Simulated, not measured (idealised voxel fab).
Process module heading - voxel ribs on slabs
The cross-section on display is named cut; it measures 165 nm wide, and its cells are 5 nm squares.
Notation: cross-section as square-cell grid; stated in bands, top first, going down; one or more cell rows per band.
Basically the band line says how high the top is and how high the bottom is, in nm, and then what's in it from left to right, every material with its width in nm. Empty space shows up as "empty", and if a single material carries "edge to edge" it runs the full band edge to edge.
Basically, 0 is our baseline, since under it the wafer straight out of the box is all one material. The bottom band has no lower end and keeps on going down, so it looks like "from 0 down".
Width "30..40": first value at the band's top row of cells, second value at its bottom row, equal change from row to row.
When a step is marked "no change", none of the cells in the cross-section changed during that step.
"Enclosed void inventory" lists enclosed empty spaces (at least 8 cells, no open path upward to the top), each as width x height at distance from the left edge, in nm.
Whatever follows a step's settings on its line is a remark the simulator itself makes about that step.
What "overlay nm" on a step's line means: if the step has a mask, that mask lay this far to the right of its planned place, or, when the value is negative, to the left.

This section lists the process steps that were planned:
step 1: RECEIVE, material Si
step 2: DIRECTIONAL_DEP, material SiO2, thk nm 30
step 3: DIRECTIONAL_DEP, material SiN, thk nm 25
step 4: MASKED_ETCH, tone cover, mask id RIB, width nm 25, etch materials SiN, depth nm 15, overlay nm 0
step 5: DIRECTIONAL_DEP, material aC, thk nm 15
step 6: PATTERN, tone cover, mask id SLAB, material resist, width nm 55, thk nm 30, overlay nm 0
step 7: DIRECTIONAL_ETCH, etch materials aC, depth nm 15
step 8: STRIP, etch materials resist
step 9: DIRECTIONAL_ETCH, etch materials SiN, depth nm 10
step 10: STRIP, etch materials aC
step 11: FILL_DEP, material SiO2, thk nm 15
step 12: CMP, height nm 65
step 13: DIRECTIONAL_DEP, material W, thk nm 5
step 14: PATTERN, tone cover, mask id HEATER, material resist, width nm 35, thk nm 20, overlay nm 0
step 15: DIRECTIONAL_ETCH, etch materials W, depth nm 5
step 16: STRIP, etch materials resist
step 17: CONFORMAL_DEP, material SiO2, thk nm 5

Below: the first of two wafers, run as planned:

So this is the incoming wafer in cross-section - it's already been through step 1:
  from 0 down: Si edge to edge
  Enclosed void inventory: none

The following cross-section depicts the wafer upon completion of step 2:
  from 30 to 0: SiO2 edge to edge
  Below a height of 0, the structure has not been altered.

The following cross-section depicts the wafer upon completion of step 3:
  from 55 to 30: SiN edge to edge
  Below a height of 30, the structure has not been altered.

The following cross-section depicts the wafer upon completion of step 4:
  from 55 to 40: 70 empty, then 25 SiN, then 70 empty
  Below a height of 40, the structure has not been altered.

The following cross-section depicts the wafer upon completion of step 5:
  from 70 to 55: 70 empty, then 25 aC, then 70 empty
  from 55 to 40: 70 aC, then 25 SiN, then 70 aC
  Below a height of 40, the structure has not been altered.

The following cross-section depicts the wafer upon completion of step 6:
  from 100 to 70: 55 empty, then 55 resist, then 55 empty
  from 70 to 55: 55 empty, then 15 resist, then 25 aC, then 15 resist, then 55 empty
  Below a height of 55, the structure has not been altered.

The following cross-section depicts the wafer upon completion of step 7:
  from 85 to 70: 55 empty, then 55 resist, then 55 empty
  from 70 to 55: 55 empty, then 15 resist, then 25 aC, then 15 resist, then 55 empty
  from 55 to 40: 55 empty, then 15 aC, then 25 SiN, then 15 aC, then 55 empty
  Below a height of 40, the structure has not been altered.

The following cross-section depicts the wafer upon completion of step 8:
  from 70 to 55: 70 empty, then 25 aC, then 70 empty
  Below a height of 55, the structure has not been altered.

The following cross-section depicts the wafer upon completion of step 9:
  from 70 to 55: 70 empty, then 25 aC, then 70 empty
  from 55 to 40: 55 empty, then 15 aC, then 25 SiN, then 15 aC, then 55 empty
  from 40 to 30: 55 empty, then 55 SiN, then 55 empty
  Below a height of 30, the structure has not been altered.

The following cross-section depicts the wafer upon completion of step 10:
  from 55 to 40: 70 empty, then 25 SiN, then 70 empty
  Below a height of 40, the structure has not been altered.

The following cross-section depicts the wafer upon completion of step 11:
  from 70 to 55: SiO2 edge to edge
  from 55 to 40: 70 SiO2, then 25 SiN, then 70 SiO2
  from 40 to 30: 55 SiO2, then 55 SiN, then 55 SiO2
  Below a height of 30, the structure has not been altered.

The following cross-section depicts the wafer upon completion of step 12:
  from 65 to 55: SiO2 edge to edge
  Below a height of 55, the structure has not been altered.

The following cross-section depicts the wafer upon completion of step 13:
  from 70 to 65: W edge to edge
  Below a height of 65, the structure has not been altered.

The following cross-section depicts the wafer upon completion of step 14:
  from 90 to 70: 65 empty, then 35 resist, then 65 empty
  Below a height of 70, the structure has not been altered.

The following cross-section depicts the wafer upon completion of step 15:
  from 90 to 70: 65 empty, then 35 resist, then 65 empty
  from 70 to 65: 65 empty, then 35 W, then 65 empty
  Below a height of 65, the structure has not been altered.

The following cross-section depicts the wafer upon completion of step 16:
  from 70 to 65: 65 empty, then 35 W, then 65 empty
  Below a height of 65, the structure has not been altered.

The following cross-section depicts the wafer upon completion of step 17:
  from 75 to 70: 60 empty, then 45 SiO2, then 60 empty
  from 70 to 65: 65 SiO2, then 35 W, then 65 SiO2
  Below a height of 65, the structure has not been altered.

The Second Wafer: Common Origin and Plan, One Mistake in Execution, Identical to the First Through Step 16:

Cross-sectional representation of the second wafer at the time designated in the plan for the completion of step 17: no change
Short version of what went wrong: the run left out plan step 17 entirely, so it was never executed
The closing comparison, in cells, has the second wafer with more or fewer of some materials than the first: SiO2 -35
